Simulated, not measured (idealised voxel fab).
Title: Process Module voxel spacer lines
The cross-section on display is named cut; it measures 275 nm wide, and its cells are 5 nm squares.
Format of a cross-section: grid, square cells. Given as bands. Order: top down. Band: one or more rows of cells. In this notation a band is specified by the heights of its top and bottom, in that order and in nm, after which its materials appear from left to right, each paired with its width in nm. The word "all across" attached to a single material means that material fills the band from edge to edge; the word "blank" stands for empty space. Heights are expressed relative to 0, this being the level below which the as-received wafer comprises one material exclusively. The lowest band is unbounded in the downward direction and is denoted as in "0 -> down". The notation "30->40" denotes a width that varies across the rows of cells in the band, beginning at the first number in the top row, finishing at the second number in the bottom row, and changing by an identical amount from each row to the next. "no alterations made", as given for a step, is the statement that not any cell of the cross-section underwent a change during that step. What "Closed empty spaces" gives you is every empty space of 8 cells or more that is cut off from the top. Each appears as width x height at distance, with the distance taken from the left edge and width, height and distance all in nm. On each step's line, the part that comes after the settings is the simulator's own comment on the step. overlay nm, on a step with a mask: how far to the right of its planned place the mask lay; to the left if negative.
**Listed below are the process steps as planned**
| 1 | RECEIVE,material Si |
| 2 | CONFORMAL_DEP,material SiO2,thk nm 5 |
| 3 | DIRECTIONAL_DEP,material TiN,thk nm 20 |
| 4 | DIRECTIONAL_DEP,material polySi,thk nm 30 |
| 5 | PATTERN,tone cover,mask id MANDREL,material resist,width nm 15,pitch nm 60,thk nm 40,overlay nm 0 |
| 6 | DIRECTIONAL_ETCH,etch materials polySi,depth nm 30 |
| 7 | STRIP,etch materials resist |
| 8 | CONFORMAL_DEP,material SiN,thk nm 15 |
| 9 | DIRECTIONAL_ETCH,etch materials SiN,depth nm 15 |
| 10 | STRIP,etch materials polySi |
| 11 | DIRECTIONAL_ETCH,etch materials TiN,depth nm 20 |
| 12 | STRIP,etch materials SiN |
**Incoming wafer, cross-sectional view, post step 1**
- 0 -> down = Si all across
- Closed empty spaces: none
**End-of-module XS, first of two wafers, run as planned**
- 25 -> 5 = blank=55; TiN=15; blank=15; TiN=15; blank=15; TiN=15; blank=15; TiN=15; blank=15; TiN=15; blank=15; TiN=15; blank=55
- 5 -> 0 = SiO2 all across
- 0 -> down = Si all across
- Closed empty spaces: none
**Cross-section at end of module for the second wafer of two, which matched the first in starting point and plan and differed by one mistake in its processing**
- 25 -> 5 = blank=70; TiN=15; blank=45; TiN=15; blank=45; TiN=15; blank=70
- 5 -> 0 = SiO2 all across
- 0 -> down = Si all across
- Closed empty spaces: none
The mistake made against the process plan was this: step 5 off recipe, ran as PATTERN,tone open,mask id MANDREL,material resist,width nm 15,pitch nm 60,thk nm 40,overlay nm 0
Final difference in cells, second wafer against first, listed per material as more or fewer: -36 TiN
